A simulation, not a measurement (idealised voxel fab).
process module | voxel self aligned contacts
cross-section cut | 230 nm wide | cells 5 nm
A cross-section is a grid of square cells, given in bands from the top down. A band is one or more rows of cells.
Each band's line starts with the height of the band's top and of its bottom, in nm. Then come its materials from left to right, each with its width in nm. One material with "throughout" fills the band from edge to edge. "air" is empty space.
Height 0 is the level under which the wafer as received is all one material. The lowest band goes on downwards, as in "0 down".
A width such as "30 to 40" changes by the same amount from each row of cells to the next, from the band's top row to its bottom row.
"no change" after a step means that no cell of the cross-section changed.
closed voids: empty space of 8 cells or more with no open way to the top, each as width x height at its distance from the left edge, in nm
after a step's settings: what the simulator itself notes on the step
overlay nm, on a step with a mask: how far to the right of its planned place the mask lay; to the left if negative
Each pair below shows a cross-section before one step and the cross-section after it, down to the lowest band that changed. The line under each pair gives the step between them, with its settings. The pairs can come from different runs of this module on the same starting wafer, so a pair continues from the pair above only where its "before" says so.
before
  55 to 40: SiO2 30 | SiN 45 | air 15 | SiN 45 | air 15 | SiN 45 | SiO2 35
  40 to 15: SiO2 30 | SiN 5 | polySi 35 | SiN 5 | air 15 | SiN 5 | polySi 35 | SiN 5 | air 15 | SiN 5 | polySi 35 | SiN 5 | SiO2 35
  15 to 5: polySi throughout
  5 to 0: SiO2 throughout
  0 down: Si throughout
  closed voids: none
after
  60 to 55: TiN 80 | air 5 | TiN 55 | air 5 | TiN 85
  55 to 40: SiO2 30 | SiN 45 | TiN 5 | air 5 | TiN 5 | SiN 45 | TiN 5 | air 5 | TiN 5 | SiN 45 | SiO2 35
  40 to 20: SiO2 30 | SiN 5 | polySi 35 | SiN 5 | TiN 5 | air 5 | TiN 5 | SiN 5 | polySi 35 | SiN 5 | TiN 5 | air 5 | TiN 5 | SiN 5 | polySi 35 | SiN 5 | SiO2 35
  20 to 15: SiO2 30 | SiN 5 | polySi 35 | SiN 5 | TiN 15 | SiN 5 | polySi 35 | SiN 5 | TiN 15 | SiN 5 | polySi 35 | SiN 5 | SiO2 35
  below 15: unchanged
  closed voids: none
the step between: op CONFORMAL_DEP | material TiN | thk nm 5
before: the cross-section after the pair above
after
  65 to 60: Ru throughout
  60 to 55: TiN 80 | Ru 5 | TiN 55 | Ru 5 | TiN 85
  55 to 40: SiO2 30 | SiN 45 | TiN 5 | Ru 5 | TiN 5 | SiN 45 | TiN 5 | Ru 5 | TiN 5 | SiN 45 | SiO2 35
  40 to 20: SiO2 30 | SiN 5 | polySi 35 | SiN 5 | TiN 5 | Ru 5 | TiN 5 | SiN 5 | polySi 35 | SiN 5 | TiN 5 | Ru 5 | TiN 5 | SiN 5 | polySi 35 | SiN 5 | SiO2 35
  below 20: unchanged
  closed voids: none
the step between: op FILL_DEP | material Ru | thk nm 5
before: the cross-section after the pair above
after
  55 to 40: SiO2 30 | SiN 45 | TiN 5 | Ru 5 | TiN 5 | SiN 45 | TiN 5 | Ru 5 | TiN 5 | SiN 45 | SiO2 35
  below 40: unchanged
  closed voids: none
the step between: op CMP | height nm 55
before: the cross-section after the pair above
after
  60 to 55: SiN throughout
  below 55: unchanged
  closed voids: none
the step between: op CONFORMAL_DEP | material SiN | thk nm 5
before
  55 to 45: aC throughout
  45 to 30: SiN throughout
  30 to 5: polySi throughout
  5 to 0: SiO2 throughout
  0 down: Si throughout
  closed voids: none
after
  80 to 55: air 35 | resist 40 | air 20 | resist 40 | air 20 | resist 40 | air 35
  below 55: unchanged
  closed voids: none
the step between: op PATTERN | tone cover | mask id GATE | material resist | width nm 40 | pitch nm 60 | thk nm 25 | overlay nm 0
before: the cross-section after the pair above
after
  70 to 55: air 35 | resist 40 | air 20 | resist 40 | air 20 | resist 40 | air 35
  55 to 45: air 35 | aC 40 | air 20 | aC 40 | air 20 | aC 40 | air 35
  below 45: unchanged
  closed voids: none
the step between: op DIRECTIONAL_ETCH | etch materials aC | depth nm 10
before: the cross-section after the pair above
after
  55 to 45: air 35 | aC 40 | air 20 | aC 40 | air 20 | aC 40 | air 35
  below 45: unchanged
  closed voids: none
the step between: op STRIP | etch materials resist
before: the cross-section after the pair above
after
  55 to 45: air 35 | aC 40 | air 20 | aC 40 | air 20 | aC 40 | air 35
  45 to 30: air 35 | SiN 40 | air 20 | SiN 40 | air 20 | SiN 40 | air 35
  below 30: unchanged
  closed voids: none
the step between: op DIRECTIONAL_ETCH | etch materials SiN | depth nm 15
before: the cross-section after the pair above
after
  55 to 45: air 35 | aC 40 | air 20 | aC 40 | air 20 | aC 40 | air 35
  45 to 30: air 35 | SiN 40 | air 20 | SiN 40 | air 20 | SiN 40 | air 35
  30 to 5: air 35 | polySi 40 | air 20 | polySi 40 | air 20 | polySi 40 | air 35
  below 5: unchanged
  closed voids: none
the step between: op DIRECTIONAL_ETCH | etch materials polySi | depth nm 25
before: the cross-section after the pair above
after
  45 to 30: air 35 | SiN 40 | air 20 | SiN 40 | air 20 | SiN 40 | air 35
  below 30: unchanged
  closed voids: none
the step between: op STRIP | etch materials aC
before: the cross-section after the pair above
after
  50 to 30: air 30 | SiN 50 | air 10 | SiN 50 | air 10 | SiN 50 | air 30
  30 to 10: air 30 | SiN 5 | polySi 40 | SiN 5 | air 10 | SiN 5 | polySi 40 | SiN 5 | air 10 | SiN 5 | polySi 40 | SiN 5 | air 30
  10 to 5: SiN 35 | polySi 40 | SiN 20 | polySi 40 | SiN 20 | polySi 40 | SiN 35
  below 5: unchanged
  closed voids: none
the step between: op CONFORMAL_DEP | material SiN | thk nm 5
before: the cross-section after the pair above
after
  45 to 30: air 30 | SiN 50 | air 10 | SiN 50 | air 10 | SiN 50 | air 30
  30 to 5: air 30 | SiN 5 | polySi 40 | SiN 5 | air 10 | SiN 5 | polySi 40 | SiN 5 | air 10 | SiN 5 | polySi 40 | SiN 5 | air 30
  below 5: unchanged
  closed voids: none
the step between: op DIRECTIONAL_ETCH | etch materials SiN | depth nm 5
before: the cross-section after the pair above
after
  65 to 45: SiO2 throughout
  45 to 30: SiO2 30 | SiN 50 | SiO2 10 | SiN 50 | SiO2 10 | SiN 50 | SiO2 30
  30 to 5: SiO2 30 | SiN 5 | polySi 40 | SiN 5 | SiO2 10 | SiN 5 | polySi 40 | SiN 5 | SiO2 10 | SiN 5 | polySi 40 | SiN 5 | SiO2 30
  below 5: unchanged
  closed voids: none
the step between: op FILL_DEP | material SiO2 | thk nm 20
before: the cross-section after the pair above
after
  55 to 45: SiO2 throughout
  below 45: unchanged
  closed voids: none
the step between: op CMP | height nm 55
before: the cross-section after the pair above
after
  70 to 55: resist 65 | air 35 | resist 25 | air 35 | resist 70
  below 55: unchanged
  closed voids: none
the step between: op PATTERN | tone open | mask id CONTACT | material resist | width nm 35 | pitch nm 60 | thk nm 15 | overlay nm 0
before: the cross-section after the pair above
after
  70 to 55: resist 65 | air 35 | resist 25 | air 35 | resist 70
  55 to 45: SiO2 65 | air 35 | SiO2 25 | air 35 | SiO2 70
  45 to 30: SiO2 30 | SiN 50 | air 10 | SiN 50 | air 10 | SiN 50 | SiO2 30
  30 to 5: SiO2 30 | SiN 5 | polySi 40 | SiN 5 | air 10 | SiN 5 | polySi 40 | SiN 5 | air 10 | SiN 5 | polySi 40 | SiN 5 | SiO2 30
  5 to 0: SiO2 80 | air 10 | SiO2 50 | air 10 | SiO2 80
  below 0: unchanged
  closed voids: none
the step between: op DIRECTIONAL_ETCH | etch materials SiO2 | depth nm 55
before: the cross-section after the pair above
after
  55 to 45: SiO2 65 | air 35 | SiO2 25 | air 35 | SiO2 70
  below 45: unchanged
  closed voids: none
the step between: op STRIP | etch materials resist
before: the cross-section after the pair above
after
  60 to 55: TiN 70 | air 25 | TiN 35 | air 25 | TiN 75
  55 to 50: SiO2 65 | TiN 5 | air 25 | TiN 5 | SiO2 25 | TiN 5 | air 25 | TiN 5 | SiO2 70
  50 to 45: SiO2 65 | TiN 35 | SiO2 25 | TiN 35 | SiO2 70
  45 to 30: SiO2 30 | SiN 50 | TiN 10 | SiN 50 | TiN 10 | SiN 50 | SiO2 30
  30 to 5: SiO2 30 | SiN 5 | polySi 40 | SiN 5 | TiN 10 | SiN 5 | polySi 40 | SiN 5 | TiN 10 | SiN 5 | polySi 40 | SiN 5 | SiO2 30
  5 to 0: SiO2 80 | TiN 10 | SiO2 50 | TiN 10 | SiO2 80
  below 0: unchanged
  closed voids: none
the step between: op CONFORMAL_DEP | material TiN | thk nm 5
before: the cross-section after the pair above
after
  65 to 60: Ru throughout
  60 to 55: TiN 70 | Ru 25 | TiN 35 | Ru 25 | TiN 75
  55 to 50: SiO2 65 | TiN 5 | Ru 25 | TiN 5 | SiO2 25 | TiN 5 | Ru 25 | TiN 5 | SiO2 70
  below 50: unchanged
  closed voids: none
the step between: op FILL_DEP | material Ru | thk nm 5
before: the cross-section after the pair above
after
  55 to 50: SiO2 65 | TiN 5 | Ru 25 | TiN 5 | SiO2 25 | TiN 5 | Ru 25 | TiN 5 | SiO2 70
  below 50: unchanged
  closed voids: none
the step between: op CMP | height nm 55
before: the cross-section after the pair above
after
  60 to 55: SiN throughout
  below 55: unchanged
  closed voids: none
the step between: op CONFORMAL_DEP | material SiN | thk nm 5
before
  55 to 45: aC throughout
  45 to 30: SiN throughout
  30 to 5: polySi throughout
  5 to 0: SiO2 throughout
  0 down: Si throughout
  closed voids: none
after
  80 to 55: air 25 | resist 35 | air 25 | resist 35 | air 25 | resist 35 | air 50
  below 55: unchanged
  closed voids: none
the step between: op PATTERN | tone cover | mask id GATE | material resist | width nm 35 | pitch nm 60 | thk nm 25 | overlay nm -10
before: the cross-section after the pair above
after
  70 to 55: air 25 | resist 35 | air 25 | resist 35 | air 25 | resist 35 | air 50
  55 to 45: air 25 | aC 35 | air 25 | aC 35 | air 25 | aC 35 | air 50
  below 45: unchanged
  closed voids: none
the step between: op DIRECTIONAL_ETCH | etch materials aC | depth nm 10
before: the cross-section after the pair above
after
  55 to 45: air 25 | aC 35 | air 25 | aC 35 | air 25 | aC 35 | air 50
  below 45: unchanged
  closed voids: none
the step between: op STRIP | etch materials resist
before: the cross-section after the pair above
after
  55 to 45: air 25 | aC 35 | air 25 | aC 35 | air 25 | aC 35 | air 50
  45 to 30: air 25 | SiN 35 | air 25 | SiN 35 | air 25 | SiN 35 | air 50
  below 30: unchanged
  closed voids: none
the step between: op DIRECTIONAL_ETCH | etch materials SiN | depth nm 15
before: the cross-section after the pair above
after
  55 to 45: air 25 | aC 35 | air 25 | aC 35 | air 25 | aC 35 | air 50
  45 to 30: air 25 | SiN 35 | air 25 | SiN 35 | air 25 | SiN 35 | air 50
  30 to 5: air 25 | polySi 35 | air 25 | polySi 35 | air 25 | polySi 35 | air 50
  below 5: unchanged
  closed voids: none
the step between: op DIRECTIONAL_ETCH | etch materials polySi | depth nm 25
before: the cross-section after the pair above
after
  45 to 30: air 25 | SiN 35 | air 25 | SiN 35 | air 25 | SiN 35 | air 50
  below 30: unchanged
  closed voids: none
the step between: op STRIP | etch materials aC
before: the cross-section after the pair above
after
  50 to 30: air 20 | SiN 45 | air 15 | SiN 45 | air 15 | SiN 45 | air 45
  30 to 10: air 20 | SiN 5 | polySi 35 | SiN 5 | air 15 | SiN 5 | polySi 35 | SiN 5 | air 15 | SiN 5 | polySi 35 | SiN 5 | air 45
  10 to 5: SiN 25 | polySi 35 | SiN 25 | polySi 35 | SiN 25 | polySi 35 | SiN 50
  below 5: unchanged
  closed voids: none
the step between: op CONFORMAL_DEP | material SiN | thk nm 5
before: the cross-section after the pair above
after
  45 to 30: air 20 | SiN 45 | air 15 | SiN 45 | air 15 | SiN 45 | air 45
  30 to 5: air 20 | SiN 5 | polySi 35 | SiN 5 | air 15 | SiN 5 | polySi 35 | SiN 5 | air 15 | SiN 5 | polySi 35 | SiN 5 | air 45
  below 5: unchanged
  closed voids: none
the step between: op DIRECTIONAL_ETCH | etch materials SiN | depth nm 5
before: the cross-section after the pair above
after
  65 to 45: SiO2 throughout
  45 to 30: SiO2 20 | SiN 45 | SiO2 15 | SiN 45 | SiO2 15 | SiN 45 | SiO2 45
  30 to 5: SiO2 20 | SiN 5 | polySi 35 | SiN 5 | SiO2 15 | SiN 5 | polySi 35 | SiN 5 | SiO2 15 | SiN 5 | polySi 35 | SiN 5 | SiO2 45
  below 5: unchanged
  closed voids: none
the step between: op FILL_DEP | material SiO2 | thk nm 20
before: the cross-section after the pair above
after
  55 to 45: SiO2 throughout
  below 45: unchanged
  closed voids: none
the step between: op CMP | height nm 55
before: the cross-section after the pair above
after
  70 to 55: resist 65 | air 35 | resist 25 | air 35 | resist 70
  below 55: unchanged
  closed voids: none
the step between: op PATTERN | tone open | mask id CONTACT | material resist | width nm 35 | pitch nm 60 | thk nm 15 | overlay nm 0
before: the cross-section after the pair above
after
  70 to 55: resist 65 | air 35 | resist 25 | air 35 | resist 70
  55 to 45: SiO2 65 | air 35 | SiO2 25 | air 35 | SiO2 70
  45 to 30: SiO2 20 | SiN 45 | air 15 | SiN 45 | air 15 | SiN 45 | SiO2 45
  30 to 5: SiO2 20 | SiN 5 | polySi 35 | SiN 5 | air 15 | SiN 5 | polySi 35 | SiN 5 | air 15 | SiN 5 | polySi 35 | SiN 5 | SiO2 45
  5 to 0: SiO2 65 | air 15 | SiO2 45 | air 15 | SiO2 90
  below 0: unchanged
  closed voids: none
the step between: op DIRECTIONAL_ETCH | etch materials SiO2 | depth nm 55
before: the cross-section after the pair above
after
  55 to 45: SiO2 65 | air 35 | SiO2 25 | air 35 | SiO2 70
  below 45: unchanged
  closed voids: none
the step between: op STRIP | etch materials resist
before: the cross-section after the pair above
after
  60 to 55: TiN 70 | air 25 | TiN 35 | air 25 | TiN 75
  55 to 45: SiO2 65 | TiN 5 | air 25 to 5 | TiN 5 to 25 | SiO2 25 | TiN 5 | air 25 to 5 | TiN 5 to 25 | SiO2 70
  45 to 30: SiO2 20 | SiN 45 | TiN 5 | air 5 | TiN 5 | SiN 45 | TiN 5 | air 5 | TiN 5 | SiN 45 | SiO2 45
  30 to 5: SiO2 20 | SiN 5 | polySi 35 | SiN 5 | TiN 5 | air 5 | TiN 5 | SiN 5 | polySi 35 | SiN 5 | TiN 5 | air 5 | TiN 5 | SiN 5 | polySi 35 | SiN 5 | SiO2 45
  5 to 0: SiO2 65 | TiN 15 | SiO2 45 | TiN 15 | SiO2 90
  below 0: unchanged
  closed voids: none
the step between: op CONFORMAL_DEP | material TiN | thk nm 5
before: the cross-section after the pair above
after
  65 to 60: Ru throughout
  60 to 55: TiN 70 | Ru 25 | TiN 35 | Ru 25 | TiN 75
  55 to 45: SiO2 65 | TiN 5 | Ru 25 to 5 | TiN 5 to 25 | SiO2 25 | TiN 5 | Ru 25 to 5 | TiN 5 to 25 | SiO2 70
  45 to 30: SiO2 20 | SiN 45 | TiN 5 | Ru 5 | TiN 5 | SiN 45 | TiN 5 | Ru 5 | TiN 5 | SiN 45 | SiO2 45
  30 to 5: SiO2 20 | SiN 5 | polySi 35 | SiN 5 | TiN 5 | Ru 5 | TiN 5 | SiN 5 | polySi 35 | SiN 5 | TiN 5 | Ru 5 | TiN 5 | SiN 5 | polySi 35 | SiN 5 | SiO2 45
  below 5: unchanged
  closed voids: none
the step between: op FILL_DEP | material Ru | thk nm 5
before: the cross-section after the pair above
after
  55 to 45: SiO2 65 | TiN 5 | Ru 25 to 5 | TiN 5 to 25 | SiO2 25 | TiN 5 | Ru 25 to 5 | TiN 5 to 25 | SiO2 70
  below 45: unchanged
  closed voids: none
the step between: op CMP | height nm 55
before: the cross-section after the pair above
after
  60 to 55: SiN throughout
  below 55: unchanged
  closed voids: none
the step between: op CONFORMAL_DEP | material SiN | thk nm 5
before
  30 to 5: polySi throughout
  5 to 0: SiO2 throughout
  0 down: Si throughout
  closed voids: none
after
  45 to 5: polySi throughout
  below 5: unchanged
  closed voids: none
the step between: op DIRECTIONAL_DEP | material polySi | thk nm 15
before: the cross-section after the pair above
after
  55 to 45: aC throughout
  below 45: unchanged
  closed voids: none
the step between: op DIRECTIONAL_DEP | material aC | thk nm 10
before: the cross-section after the pair above
after
  80 to 55: air 35 | resist 35 | air 25 | resist 35 | air 25 | resist 35 | air 40
  below 55: unchanged
  closed voids: none
the step between: op PATTERN | tone cover | mask id GATE | material resist | width nm 35 | pitch nm 60 | thk nm 25 | overlay nm 0
before: the cross-section after the pair above
after
  70 to 55: air 35 | resist 35 | air 25 | resist 35 | air 25 | resist 35 | air 40
  55 to 45: air 35 | aC 35 | air 25 | aC 35 | air 25 | aC 35 | air 40
  below 45: unchanged
  closed voids: none
the step between: op DIRECTIONAL_ETCH | etch materials aC | depth nm 10
before: the cross-section after the pair above
after
  55 to 45: air 35 | aC 35 | air 25 | aC 35 | air 25 | aC 35 | air 40
  below 45: unchanged
  closed voids: none
the step between: op STRIP | etch materials resist
before: the cross-section after the pair above
after
  55 to 45: air 35 | aC 35 | air 25 | aC 35 | air 25 | aC 35 | air 40
  45 to 20: air 35 | polySi 35 | air 25 | polySi 35 | air 25 | polySi 35 | air 40
  below 20: unchanged
  closed voids: none
the step between: op DIRECTIONAL_ETCH | etch materials polySi | depth nm 25
before: the cross-section after the pair above
after
  45 to 20: air 35 | polySi 35 | air 25 | polySi 35 | air 25 | polySi 35 | air 40
  below 20: unchanged
  closed voids: none
the step between: op STRIP | etch materials aC
before: the cross-section after the pair above
after
  50 to 45: air 30 | SiN 45 | air 15 | SiN 45 | air 15 | SiN 45 | air 35
  45 to 25: air 30 | SiN 5 | polySi 35 | SiN 5 | air 15 | SiN 5 | polySi 35 | SiN 5 | air 15 | SiN 5 | polySi 35 | SiN 5 | air 35
  25 to 20: SiN 35 | polySi 35 | SiN 25 | polySi 35 | SiN 25 | polySi 35 | SiN 40
  below 20: unchanged
  closed voids: none
the step between: op CONFORMAL_DEP | material SiN | thk nm 5
before: the cross-section after the pair above
after
  45 to 20: air 30 | SiN 5 | polySi 35 | SiN 5 | air 15 | SiN 5 | polySi 35 | SiN 5 | air 15 | SiN 5 | polySi 35 | SiN 5 | air 35
  below 20: unchanged
  closed voids: none
the step between: op DIRECTIONAL_ETCH | etch materials SiN | depth nm 5
before: the cross-section after the pair above
after
  65 to 45: SiO2 throughout
  45 to 20: SiO2 30 | SiN 5 | polySi 35 | SiN 5 | SiO2 15 | SiN 5 | polySi 35 | SiN 5 | SiO2 15 | SiN 5 | polySi 35 | SiN 5 | SiO2 35
  below 20: unchanged
  closed voids: none
the step between: op FILL_DEP | material SiO2 | thk nm 20
before: the cross-section after the pair above
after
  55 to 45: SiO2 throughout
  below 45: unchanged
  closed voids: none
the step between: op CMP | height nm 55
before: the cross-section after the pair above
after
  70 to 55: resist 65 | air 35 | resist 25 | air 35 | resist 70
  below 55: unchanged
  closed voids: none
the step between: op PATTERN | tone open | mask id CONTACT | material resist | width nm 35 | pitch nm 60 | thk nm 15 | overlay nm 0
before: the cross-section after the pair above
after
  70 to 55: resist 65 | air 35 | resist 25 | air 35 | resist 70
  55 to 45: SiO2 65 | air 35 | SiO2 25 | air 35 | SiO2 70
  45 to 20: SiO2 30 | SiN 5 | polySi 35 | SiN 5 | air 15 | SiN 5 | polySi 35 | SiN 5 | air 15 | SiN 5 | polySi 35 | SiN 5 | SiO2 35
  below 20: unchanged
  closed voids: none
the step between: op DIRECTIONAL_ETCH | etch materials SiO2 | depth nm 55
before: the cross-section after the pair above
after
  55 to 45: SiO2 65 | air 35 | SiO2 25 | air 35 | SiO2 70
  below 45: unchanged
  closed voids: none
the step between: op STRIP | etch materials resist
before: the cross-section after the pair above
after
  60 to 55: TiN 70 | air 25 | TiN 35 | air 25 | TiN 75
  55 to 45: SiO2 65 | TiN 5 to 15 | air 25 to 5 | TiN 5 to 15 | SiO2 25 | TiN 5 to 15 | air 25 to 5 | TiN 5 to 15 | SiO2 70
  45 to 25: SiO2 30 | SiN 5 | polySi 35 | SiN 5 | TiN 5 | air 5 | TiN 5 | SiN 5 | polySi 35 | SiN 5 | TiN 5 | air 5 | TiN 5 | SiN 5 | polySi 35 | SiN 5 | SiO2 35
  25 to 20: SiO2 30 | SiN 5 | polySi 35 | SiN 5 | TiN 15 | SiN 5 | polySi 35 | SiN 5 | TiN 15 | SiN 5 | polySi 35 | SiN 5 | SiO2 35
  below 20: unchanged
  closed voids: none
the step between: op CONFORMAL_DEP | material TiN | thk nm 5
before: the cross-section after the pair above
after
  65 to 60: Ru throughout
  60 to 55: TiN 70 | Ru 25 | TiN 35 | Ru 25 | TiN 75
  55 to 45: SiO2 65 | TiN 5 to 15 | Ru 25 to 5 | TiN 5 to 15 | SiO2 25 | TiN 5 to 15 | Ru 25 to 5 | TiN 5 to 15 | SiO2 70
  45 to 25: SiO2 30 | SiN 5 | polySi 35 | SiN 5 | TiN 5 | Ru 5 | TiN 5 | SiN 5 | polySi 35 | SiN 5 | TiN 5 | Ru 5 | TiN 5 | SiN 5 | polySi 35 | SiN 5 | SiO2 35
  below 25: unchanged
  closed voids: none
the step between: op FILL_DEP | material Ru | thk nm 5
before: the cross-section after the pair above
after
  55 to 45: SiO2 65 | TiN 5 to 15 | Ru 25 to 5 | TiN 5 to 15 | SiO2 25 | TiN 5 to 15 | Ru 25 to 5 | TiN 5 to 15 | SiO2 70
  below 45: unchanged
  closed voids: none
the step between: op CMP | height nm 55
before: the cross-section after the pair above
after
  60 to 55: SiN throughout
  below 55: unchanged
  closed voids: none
the step between: op CONFORMAL_DEP | material SiN | thk nm 5
before
  55 to 45: aC throughout
  45 to 30: SiN throughout
  30 to 5: polySi throughout
  5 to 0: SiO2 throughout
  0 down: Si throughout
  closed voids: none
after
  80 to 55: resist 35 | air 35 | resist 25 | air 35 | resist 25 | air 35 | resist 40
  below 55: unchanged
  closed voids: none
the step between: op PATTERN | tone open | mask id GATE | material resist | width nm 35 | pitch nm 60 | thk nm 25 | overlay nm 0
before: the cross-section after the pair above
after
  70 to 55: resist 35 | air 35 | resist 25 | air 35 | resist 25 | air 35 | resist 40
  55 to 45: aC 35 | air 35 | aC 25 | air 35 | aC 25 | air 35 | aC 40
  below 45: unchanged
  closed voids: none
the step between: op DIRECTIONAL_ETCH | etch materials aC | depth nm 10
before: the cross-section after the pair above
after
  55 to 45: aC 35 | air 35 | aC 25 | air 35 | aC 25 | air 35 | aC 40
  below 45: unchanged
  closed voids: none
the step between: op STRIP | etch materials resist
before: the cross-section after the pair above
after
  55 to 45: aC 35 | air 35 | aC 25 | air 35 | aC 25 | air 35 | aC 40
  45 to 30: SiN 35 | air 35 | SiN 25 | air 35 | SiN 25 | air 35 | SiN 40
  below 30: unchanged
  closed voids: none
the step between: op DIRECTIONAL_ETCH | etch materials SiN | depth nm 15
before: the cross-section after the pair above
after
  55 to 45: aC 35 | air 35 | aC 25 | air 35 | aC 25 | air 35 | aC 40
  45 to 30: SiN 35 | air 35 | SiN 25 | air 35 | SiN 25 | air 35 | SiN 40
  30 to 5: polySi 35 | air 35 | polySi 25 | air 35 | polySi 25 | air 35 | polySi 40
  below 5: unchanged
  closed voids: none
the step between: op DIRECTIONAL_ETCH | etch materials polySi | depth nm 25
before: the cross-section after the pair above
after
  45 to 30: SiN 35 | air 35 | SiN 25 | air 35 | SiN 25 | air 35 | SiN 40
  below 30: unchanged
  closed voids: none
the step between: op STRIP | etch materials aC
before: the cross-section after the pair above
after
  50 to 30: SiN 40 | air 25 | SiN 35 | air 25 | SiN 35 | air 25 | SiN 45
  30 to 10: polySi 35 | SiN 5 | air 25 | SiN 5 | polySi 25 | SiN 5 | air 25 | SiN 5 | polySi 25 | SiN 5 | air 25 | SiN 5 | polySi 40
  10 to 5: polySi 35 | SiN 35 | polySi 25 | SiN 35 | polySi 25 | SiN 35 | polySi 40
  below 5: unchanged
  closed voids: none
the step between: op CONFORMAL_DEP | material SiN | thk nm 5
before: the cross-section after the pair above
after
  45 to 30: SiN 40 | air 25 | SiN 35 | air 25 | SiN 35 | air 25 | SiN 45
  30 to 5: polySi 35 | SiN 5 | air 25 | SiN 5 | polySi 25 | SiN 5 | air 25 | SiN 5 | polySi 25 | SiN 5 | air 25 | SiN 5 | polySi 40
  below 5: unchanged
  closed voids: none
the step between: op DIRECTIONAL_ETCH | etch materials SiN | depth nm 5
before: the cross-section after the pair above
after
  65 to 45: SiO2 throughout
  45 to 30: SiN 40 | SiO2 25 | SiN 35 | SiO2 25 | SiN 35 | SiO2 25 | SiN 45
  30 to 5: polySi 35 | SiN 5 | SiO2 25 | SiN 5 | polySi 25 | SiN 5 | SiO2 25 | SiN 5 | polySi 25 | SiN 5 | SiO2 25 | SiN 5 | polySi 40
  below 5: unchanged
  closed voids: none
the step between: op FILL_DEP | material SiO2 | thk nm 20
before: the cross-section after the pair above
after
  55 to 45: SiO2 throughout
  below 45: unchanged
  closed voids: none
the step between: op CMP | height nm 55
before: the cross-section after the pair above
after
  70 to 55: resist 65 | air 35 | resist 25 | air 35 | resist 70
  below 55: unchanged
  closed voids: none
the step between: op PATTERN | tone open | mask id CONTACT | material resist | width nm 35 | pitch nm 60 | thk nm 15 | overlay nm 0
before: the cross-section after the pair above
after
  70 to 55: resist 65 | air 35 | resist 25 | air 35 | resist 70
  55 to 45: SiO2 65 | air 35 | SiO2 25 | air 35 | SiO2 70
  below 45: unchanged
  closed voids: none
the step between: op DIRECTIONAL_ETCH | etch materials SiO2 | depth nm 55
before: the cross-section after the pair above
after
  55 to 45: SiO2 65 | air 35 | SiO2 25 | air 35 | SiO2 70
  below 45: unchanged
  closed voids: none
the step between: op STRIP | etch materials resist
before: the cross-section after the pair above
after
  60 to 55: TiN 70 | air 25 | TiN 35 | air 25 | TiN 75
  55 to 50: SiO2 65 | TiN 5 | air 25 | TiN 5 | SiO2 25 | TiN 5 | air 25 | TiN 5 | SiO2 70
  50 to 45: SiO2 65 | TiN 35 | SiO2 25 | TiN 35 | SiO2 70
  below 45: unchanged
  closed voids: none
the step between: op CONFORMAL_DEP | material TiN | thk nm 5
before: the cross-section after the pair above
after
  65 to 60: Ru throughout
  60 to 55: TiN 70 | Ru 25 | TiN 35 | Ru 25 | TiN 75
  55 to 50: SiO2 65 | TiN 5 | Ru 25 | TiN 5 | SiO2 25 | TiN 5 | Ru 25 | TiN 5 | SiO2 70
  below 50: unchanged
  closed voids: none
the step between: op FILL_DEP | material Ru | thk nm 5
before: the cross-section after the pair above
after
  55 to 50: SiO2 65 | TiN 5 | Ru 25 | TiN 5 | SiO2 25 | TiN 5 | Ru 25 | TiN 5 | SiO2 70
  below 50: unchanged
  closed voids: none
the step between: op CMP | height nm 55
before: the cross-section after the pair above
after
  60 to 55: SiN throughout
  below 55: unchanged
  closed voids: none
the step between: op CONFORMAL_DEP | material SiN | thk nm 5
